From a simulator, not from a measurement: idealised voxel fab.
process module | voxel quadruple lines
cross-section cut | 230 nm wide | cells 5 nm
A cross-section is a grid of square cells, given in bands from the top down. A band is one or more rows of cells.
Each band's line starts with the height of the band's top and of its bottom, in nm. Then come its materials from left to right, each with its width in nm. One material with "throughout" fills the band from edge to edge. "air" is empty space.
Height 0 is the level under which the wafer as received is all one material. The lowest band goes on downwards, as in "0 down".
A width such as "30 to 40" changes by the same amount from each row of cells to the next, from the band's top row to its bottom row.
"no change" after a step means that no cell of the cross-section changed.
closed voids: empty space of 8 cells or more with no open way to the top, each as width x height at its distance from the left edge, in nm
after a step's settings: what the simulator itself notes on the step
overlay nm, on a step with a mask: how far to the right of its planned place the mask lay; to the left if negative
plan
1 op RECEIVE | material Si
2 op CONFORMAL_DEP | material Al2O3 | thk nm 5
3 op DIRECTIONAL_DEP | material W | thk nm 10
4 op DIRECTIONAL_DEP | material polySi | thk nm 15
5 op DIRECTIONAL_DEP | material aC | thk nm 25
6 op PATTERN | tone cover | mask id MANDREL | material resist | width nm 25 | pitch nm 80 | thk nm 35 | overlay nm 0
7 op DIRECTIONAL_ETCH | etch materials aC | depth nm 25
8 op STRIP | etch materials resist
9 op CONFORMAL_DEP | material SiO2 | thk nm 15
10 op DIRECTIONAL_ETCH | etch materials SiO2 | depth nm 15
11 op STRIP | etch materials aC
12 op DIRECTIONAL_ETCH | etch materials polySi | depth nm 15
13 op STRIP | etch materials SiO2
14 op CONFORMAL_DEP | material SiN | thk nm 5
15 op DIRECTIONAL_ETCH | etch materials SiN | depth nm 5
16 op STRIP | etch materials polySi
17 op DIRECTIONAL_ETCH | etch materials W | depth nm 10
18 op STRIP | etch materials SiN
19 op FILL_DEP | material lowk | thk nm 5
20 op CMP | height nm 15
as received, after step 1
  0 down: Si throughout
  closed voids: none
first wafer at the end, as planned
  15 to 5: lowk 40 | W 5 | lowk 15 | W 5 | lowk 15 | W 5 | lowk 15 | W 5 | lowk 15 | W 5 | lowk 15 | W 5 | lowk 15 | W 5 | lowk 15 | W 5 | lowk 45
  5 to 0: Al2O3 throughout
  0 down: Si throughout
  closed voids: none
second wafer at the end: like start, like plan, one mistake
  15 to 5: polySi throughout
  5 to 0: Al2O3 throughout
  0 down: Si throughout
  closed voids: none
what went wrong: steps 3 and 4 were swapped
at the end the second wafer has, in cells: 16 fewer of W | 76 fewer of lowk | 92 more of polySi
